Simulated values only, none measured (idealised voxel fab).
process module | voxel wiring stack
Pictured: cross-section cut, 230 nm wide, on a grid of 5 nm square cells.
A cross-section is written here as square cells arranged in a grid, and it is given in bands from the top down, each band taking up one or more rows of cells.
Quick guide to a band line: top height, bottom height (nm) up front; then every material left to right with its width in nm. Only one material and it's marked "throughout"? Then it fills the band edge to edge. And "blank" just means empty space.
We count height from 0. Below that, the starting wafer is all one material. The lowest band never ends at the bottom but goes on down; see "top 0, no bottom" for how that is written.
A two-number width, for instance "30->40", indicates that the width is equal to the first number in the top row of the band and to the second number in the bottom row, and that it changes by a constant amount per row of cells.
"remained unchanged" means the step left every cell of the cross-section as it was.
"Closed void catalog" means: voids of 8 cells or more that are shut off from the top with no open way through. Written width x height at distance, distance from the left edge, in nm.
Text after the settings on a step's line: the simulator's own remark on that step.
"overlay nm" on a masked step: distance the mask lay right of its planned place, negative for left.
## Listed below are the process steps as planned
1. RECEIVE, material Si
2. CONFORMAL_DEP, material SiO2, thk nm 10
3. DIRECTIONAL_DEP, material TiN, thk nm 5
4. DIRECTIONAL_DEP, material Ru, thk nm 25
5. PATTERN, tone cover, mask id METAL_1, material resist, width nm 25, pitch nm 55, thk nm 20, overlay nm 0
6. DIRECTIONAL_ETCH, etch materials Ru, depth nm 25
7. DIRECTIONAL_ETCH, etch materials TiN, depth nm 5
8. STRIP, etch materials resist
9. FILL_DEP, material SiO2, thk nm 10
10. CMP, height nm 40
11. CONFORMAL_DEP, material SiCN, thk nm 5
12. DIRECTIONAL_DEP, material lowk, thk nm 20
13. MASKED_ETCH, tone open, mask id PLUG_1, width nm 15, pitch nm 55, etch materials lowk, depth nm 20, overlay nm 0
14. MASKED_ETCH, tone open, mask id PLUG_1, width nm 15, pitch nm 55, etch materials SiCN, depth nm 5, overlay nm 0
15. EPI, material Ru, thk nm 10
16. EPI, material Ru, thk nm 10
17. EPI, material Ru, thk nm 5
18. CONFORMAL_DEP, material SiN, thk nm 5
19. DIRECTIONAL_DEP, material lowk, thk nm 20
20. MASKED_ETCH, tone open, mask id METAL_2, width nm 25, pitch nm 55, etch materials lowk, depth nm 20, overlay nm 0
21. MASKED_ETCH, tone open, mask id METAL_2, width nm 25, pitch nm 55, etch materials SiN, depth nm 5, overlay nm 0
22. CONFORMAL_DEP, material TiN, thk nm 5
23. FILL_DEP, material Ru, thk nm 10
24. CMP, height nm 90
25. EPI, material Ru, thk nm 5
26. FILL_DEP, material SiCN, thk nm 5
27. DIRECTIONAL_DEP, material lowk, thk nm 35
28. DIRECTIONAL_DEP, material aC, thk nm 10
29. PATTERN, tone open, mask id METAL_3, material resist, width nm 25, pitch nm 55, thk nm 25, overlay nm 0
30. DIRECTIONAL_ETCH, etch materials aC, depth nm 10
31. STRIP, etch materials resist
32. DIRECTIONAL_ETCH, etch materials lowk, depth nm 20
33. STRIP, etch materials aC
34. DIRECTIONAL_DEP, material aC, thk nm 10
35. PATTERN, tone open, mask id METAL_3_HOLES, material resist, width nm 15, pitch nm 55, thk nm 30, overlay nm 0
36. DIRECTIONAL_ETCH, etch materials aC, depth nm 10
37. STRIP, etch materials resist
38. DIRECTIONAL_ETCH, etch materials lowk, depth nm 15
39. DIRECTIONAL_ETCH, etch materials SiCN, depth nm 5
40. STRIP, etch materials aC
41. CONFORMAL_DEP, material TiN, thk nm 5
42. FILL_DEP, material Cu, thk nm 10
43. CMP, height nm 135
44. CONFORMAL_DEP, material SiN, thk nm 5
## The first wafer of two, processed as planned
## Wafer as received: cross-section following step 1
	top 0, no bottom = Si throughout
	Closed void catalog: none
## after step 2
	top 10, bottom 0 = SiO2 throughout
	Under the height 0 nothing was changed.
## after step 3
	top 15, bottom 10 = TiN throughout
	Under the height 10 nothing was changed.
## after step 4
	top 40, bottom 15 = Ru throughout
	Under the height 15 nothing was changed.
## after step 5
	top 60, bottom 40 = blank 75 nm / resist 25 nm / blank 30 nm / resist 25 nm / blank 75 nm
	Under the height 40 nothing was changed.
## after step 6
	top 60, bottom 40 = blank 75 nm / resist 25 nm / blank 30 nm / resist 25 nm / blank 75 nm
	top 40, bottom 15 = blank 75 nm / Ru 25 nm / blank 30 nm / Ru 25 nm / blank 75 nm
	Under the height 15 nothing was changed.
## after step 7
	top 60, bottom 40 = blank 75 nm / resist 25 nm / blank 30 nm / resist 25 nm / blank 75 nm
	top 40, bottom 15 = blank 75 nm / Ru 25 nm / blank 30 nm / Ru 25 nm / blank 75 nm
	top 15, bottom 10 = blank 75 nm / TiN 25 nm / blank 30 nm / TiN 25 nm / blank 75 nm
	Under the height 10 nothing was changed.
## after step 8
	top 40, bottom 15 = blank 75 nm / Ru 25 nm / blank 30 nm / Ru 25 nm / blank 75 nm
	Under the height 15 nothing was changed.
## after step 9
	top 50, bottom 40 = SiO2 throughout
	top 40, bottom 15 = SiO2 75 nm / Ru 25 nm / SiO2 30 nm / Ru 25 nm / SiO2 75 nm
	top 15, bottom 10 = SiO2 75 nm / TiN 25 nm / SiO2 30 nm / TiN 25 nm / SiO2 75 nm
	Under the height 10 nothing was changed.
## after step 10
	top 40, bottom 15 = SiO2 75 nm / Ru 25 nm / SiO2 30 nm / Ru 25 nm / SiO2 75 nm
	Under the height 15 nothing was changed.
## after step 11
	top 45, bottom 40 = SiCN throughout
	Under the height 40 nothing was changed.
## after step 12
	top 65, bottom 45 = lowk throughout
	Under the height 45 nothing was changed.
## after step 13
	top 65, bottom 45 = lowk 75 nm / blank 15 nm / lowk 40 nm / blank 15 nm / lowk 85 nm
	Under the height 45 nothing was changed.
## after step 14
	top 65, bottom 45 = lowk 75 nm / blank 15 nm / lowk 40 nm / blank 15 nm / lowk 85 nm
	top 45, bottom 40 = SiCN 75 nm / blank 15 nm / SiCN 40 nm / blank 15 nm / SiCN 85 nm
	Under the height 40 nothing was changed.
## after step 15
	top 65, bottom 50 = lowk 75 nm / blank 15 nm / lowk 40 nm / blank 15 nm / lowk 85 nm
	top 50, bottom 45 = lowk 75 nm / Ru 15 nm / lowk 40 nm / Ru 15 nm / lowk 85 nm
	top 45, bottom 40 = SiCN 75 nm / Ru 15 nm / SiCN 40 nm / Ru 15 nm / SiCN 85 nm
	Under the height 40 nothing was changed.
## after step 16
	top 65, bottom 60 = lowk 75 nm / blank 15 nm / lowk 40 nm / blank 15 nm / lowk 85 nm
	top 60, bottom 45 = lowk 75 nm / Ru 15 nm / lowk 40 nm / Ru 15 nm / lowk 85 nm
	Under the height 45 nothing was changed.
## after step 17
	top 65, bottom 45 = lowk 75 nm / Ru 15 nm / lowk 40 nm / Ru 15 nm / lowk 85 nm
	Under the height 45 nothing was changed.
## after step 18
	top 70, bottom 65 = SiN throughout
	Under the height 65 nothing was changed.
## after step 19
	top 90, bottom 70 = lowk throughout
	Under the height 70 nothing was changed.
## after step 20
	top 90, bottom 70 = lowk 75 nm / blank 25 nm / lowk 30 nm / blank 25 nm / lowk 75 nm
	Under the height 70 nothing was changed.
## after step 21
	top 90, bottom 70 = lowk 75 nm / blank 25 nm / lowk 30 nm / blank 25 nm / lowk 75 nm
	top 70, bottom 65 = SiN 75 nm / blank 25 nm / SiN 30 nm / blank 25 nm / SiN 75 nm
	Under the height 65 nothing was changed.
## after step 22
	top 95, bottom 90 = TiN 80 nm / blank 15 nm / TiN 40 nm / blank 15 nm / TiN 80 nm
	top 90, bottom 70 = lowk 75 nm / TiN 5 nm / blank 15 nm / TiN 5 nm / lowk 30 nm / TiN 5 nm / blank 15 nm / TiN 5 nm / lowk 75 nm
	top 70, bottom 65 = SiN 75 nm / TiN 25 nm / SiN 30 nm / TiN 25 nm / SiN 75 nm
	Under the height 65 nothing was changed.
## after step 23
	top 105, bottom 95 = Ru throughout
	top 95, bottom 90 = TiN 80 nm / Ru 15 nm / TiN 40 nm / Ru 15 nm / TiN 80 nm
	top 90, bottom 70 = lowk 75 nm / TiN 5 nm / Ru 15 nm / TiN 5 nm / lowk 30 nm / TiN 5 nm / Ru 15 nm / TiN 5 nm / lowk 75 nm
	Under the height 70 nothing was changed.
## after step 24
	top 90, bottom 70 = lowk 75 nm / TiN 5 nm / Ru 15 nm / TiN 5 nm / lowk 30 nm / TiN 5 nm / Ru 15 nm / TiN 5 nm / lowk 75 nm
	Under the height 70 nothing was changed.
## after step 25
	top 95, bottom 90 = blank 70 nm / Ru 35 nm / blank 20 nm / Ru 35 nm / blank 70 nm
	Under the height 90 nothing was changed.
## after step 26
	top 100, bottom 95 = SiCN throughout
	top 95, bottom 90 = SiCN 70 nm / Ru 35 nm / SiCN 20 nm / Ru 35 nm / SiCN 70 nm
	Under the height 90 nothing was changed.
## after step 27
	top 135, bottom 100 = lowk throughout
	Under the height 100 nothing was changed.
## after step 28
	top 145, bottom 135 = aC throughout
	Under the height 135 nothing was changed.
## after step 29
	top 170, bottom 145 = resist 75 nm / blank 25 nm / resist 30 nm / blank 25 nm / resist 75 nm
	Under the height 145 nothing was changed.
## after step 30
	top 160, bottom 145 = resist 75 nm / blank 25 nm / resist 30 nm / blank 25 nm / resist 75 nm
	top 145, bottom 135 = aC 75 nm / blank 25 nm / aC 30 nm / blank 25 nm / aC 75 nm
	Under the height 135 nothing was changed.
## after step 31
	top 145, bottom 135 = aC 75 nm / blank 25 nm / aC 30 nm / blank 25 nm / aC 75 nm
	Under the height 135 nothing was changed.
## after step 32
	top 145, bottom 135 = aC 75 nm / blank 25 nm / aC 30 nm / blank 25 nm / aC 75 nm
	top 135, bottom 115 = lowk 75 nm / blank 25 nm / lowk 30 nm / blank 25 nm / lowk 75 nm
	Under the height 115 nothing was changed.
## after step 33
	top 135, bottom 115 = lowk 75 nm / blank 25 nm / lowk 30 nm / blank 25 nm / lowk 75 nm
	Under the height 115 nothing was changed.
## after step 34
	top 145, bottom 135 = aC 75 nm / blank 25 nm / aC 30 nm / blank 25 nm / aC 75 nm
	top 135, bottom 125 = lowk 75 nm / blank 25 nm / lowk 30 nm / blank 25 nm / lowk 75 nm
	top 125, bottom 115 = lowk 75 nm / aC 25 nm / lowk 30 nm / aC 25 nm / lowk 75 nm
	Under the height 115 nothing was changed.
## after step 35
	top 175, bottom 145 = resist 75 nm / blank 15 nm / resist 40 nm / blank 15 nm / resist 85 nm
	top 145, bottom 135 = aC 75 nm / blank 15 nm / resist 10 nm / aC 30 nm / blank 15 nm / resist 10 nm / aC 75 nm
	top 135, bottom 125 = lowk 75 nm / blank 15 nm / resist 10 nm / lowk 30 nm / blank 15 nm / resist 10 nm / lowk 75 nm
	Under the height 125 nothing was changed.
## after step 36
	top 165, bottom 145 = resist 75 nm / blank 15 nm / resist 40 nm / blank 15 nm / resist 85 nm
	top 145, bottom 135 = aC 75 nm / blank 15 nm / resist 10 nm / aC 30 nm / blank 15 nm / resist 10 nm / aC 75 nm
	top 135, bottom 125 = lowk 75 nm / blank 15 nm / resist 10 nm / lowk 30 nm / blank 15 nm / resist 10 nm / lowk 75 nm
	top 125, bottom 115 = lowk 75 nm / blank 15 nm / aC 10 nm / lowk 30 nm / blank 15 nm / aC 10 nm / lowk 75 nm
	Under the height 115 nothing was changed.
## after step 37
	top 145, bottom 135 = aC 75 nm / blank 25 nm / aC 30 nm / blank 25 nm / aC 75 nm
	top 135, bottom 125 = lowk 75 nm / blank 25 nm / lowk 30 nm / blank 25 nm / lowk 75 nm
	Under the height 125 nothing was changed.
## after step 38
	top 145, bottom 135 = aC 75 nm / blank 25 nm / aC 30 nm / blank 25 nm / aC 75 nm
	top 135, bottom 125 = lowk 75 nm / blank 25 nm / lowk 30 nm / blank 25 nm / lowk 75 nm
	top 125, bottom 115 = lowk 75 nm / blank 15 nm / aC 10 nm / lowk 30 nm / blank 15 nm / aC 10 nm / lowk 75 nm
	top 115, bottom 100 = lowk 75 nm / blank 15 nm / lowk 40 nm / blank 15 nm / lowk 85 nm
	Under the height 100 nothing was changed.
## after step 39
	top 145, bottom 135 = aC 75 nm / blank 25 nm / aC 30 nm / blank 25 nm / aC 75 nm
	top 135, bottom 125 = lowk 75 nm / blank 25 nm / lowk 30 nm / blank 25 nm / lowk 75 nm
	top 125, bottom 115 = lowk 75 nm / blank 15 nm / aC 10 nm / lowk 30 nm / blank 15 nm / aC 10 nm / lowk 75 nm
	top 115, bottom 100 = lowk 75 nm / blank 15 nm / lowk 40 nm / blank 15 nm / lowk 85 nm
	top 100, bottom 95 = SiCN 75 nm / blank 15 nm / SiCN 40 nm / blank 15 nm / SiCN 85 nm
	Under the height 95 nothing was changed.
## after step 40
	top 135, bottom 115 = lowk 75 nm / blank 25 nm / lowk 30 nm / blank 25 nm / lowk 75 nm
	Under the height 115 nothing was changed.
## after step 41
	top 140, bottom 135 = TiN 80 nm / blank 15 nm / TiN 40 nm / blank 15 nm / TiN 80 nm
	top 135, bottom 120 = lowk 75 nm / TiN 5 nm / blank 15 nm / TiN 5 nm / lowk 30 nm / TiN 5 nm / blank 15 nm / TiN 5 nm / lowk 75 nm
	top 120, bottom 115 = lowk 75 nm / TiN 5 nm / blank 5 nm / TiN 15 nm / lowk 30 nm / TiN 5 nm / blank 5 nm / TiN 15 nm / lowk 75 nm
	top 115, bottom 100 = lowk 75 nm / TiN 5 nm / blank 5 nm / TiN 5 nm / lowk 40 nm / TiN 5 nm / blank 5 nm / TiN 5 nm / lowk 85 nm
	top 100, bottom 95 = SiCN 75 nm / TiN 15 nm / SiCN 40 nm / TiN 15 nm / SiCN 85 nm
	Under the height 95 nothing was changed.
## after step 42
	top 150, bottom 140 = Cu throughout
	top 140, bottom 135 = TiN 80 nm / Cu 15 nm / TiN 40 nm / Cu 15 nm / TiN 80 nm
	top 135, bottom 120 = lowk 75 nm / TiN 5 nm / Cu 15 nm / TiN 5 nm / lowk 30 nm / TiN 5 nm / Cu 15 nm / TiN 5 nm / lowk 75 nm
	top 120, bottom 115 = lowk 75 nm / TiN 5 nm / Cu 5 nm / TiN 15 nm / lowk 30 nm / TiN 5 nm / Cu 5 nm / TiN 15 nm / lowk 75 nm
	top 115, bottom 100 = lowk 75 nm / TiN 5 nm / Cu 5 nm / TiN 5 nm / lowk 40 nm / TiN 5 nm / Cu 5 nm / TiN 5 nm / lowk 85 nm
	Under the height 100 nothing was changed.
## after step 43
	top 135, bottom 120 = lowk 75 nm / TiN 5 nm / Cu 15 nm / TiN 5 nm / lowk 30 nm / TiN 5 nm / Cu 15 nm / TiN 5 nm / lowk 75 nm
	Under the height 120 nothing was changed.
## after step 44
	top 140, bottom 135 = SiN throughout
	Under the height 135 nothing was changed.
## Wafer two. Identical start, identical plan. One mistake in execution. Identical history through step 41
## Second wafer, section view, time point: scheduled end of step 42
	top 150, bottom 140 = lowk throughout
	top 140, bottom 135 = TiN 80 nm / lowk 15 nm / TiN 40 nm / lowk 15 nm / TiN 80 nm
	top 135, bottom 120 = lowk 75 nm / TiN 5 nm / lowk 15 nm / TiN 5 nm / lowk 30 nm / TiN 5 nm / lowk 15 nm / TiN 5 nm / lowk 75 nm
	top 120, bottom 115 = lowk 75 nm / TiN 5 nm / lowk 5 nm / TiN 15 nm / lowk 30 nm / TiN 5 nm / lowk 5 nm / TiN 15 nm / lowk 75 nm
	top 115, bottom 100 = lowk 75 nm / TiN 5 nm / lowk 5 nm / TiN 5 nm / lowk 40 nm / TiN 5 nm / lowk 5 nm / TiN 5 nm / lowk 85 nm
	Under the height 100 nothing was changed.
## Second wafer, section view, time point: scheduled end of step 43
	top 135, bottom 120 = lowk 75 nm / TiN 5 nm / lowk 15 nm / TiN 5 nm / lowk 30 nm / TiN 5 nm / lowk 15 nm / TiN 5 nm / lowk 75 nm
	Under the height 120 nothing was changed.
## Second wafer, section view, time point: scheduled end of step 44
	top 140, bottom 135 = SiN throughout
	Under the height 135 nothing was changed.
What was the processing mistake? step 42: run off-plan, actual operation and settings FILL_DEP, material lowk, thk nm 10
Per the end-of-run cell counts, the second wafer holds more or fewer of some materials than the first: Cu: 26 fewer, lowk: 26 more
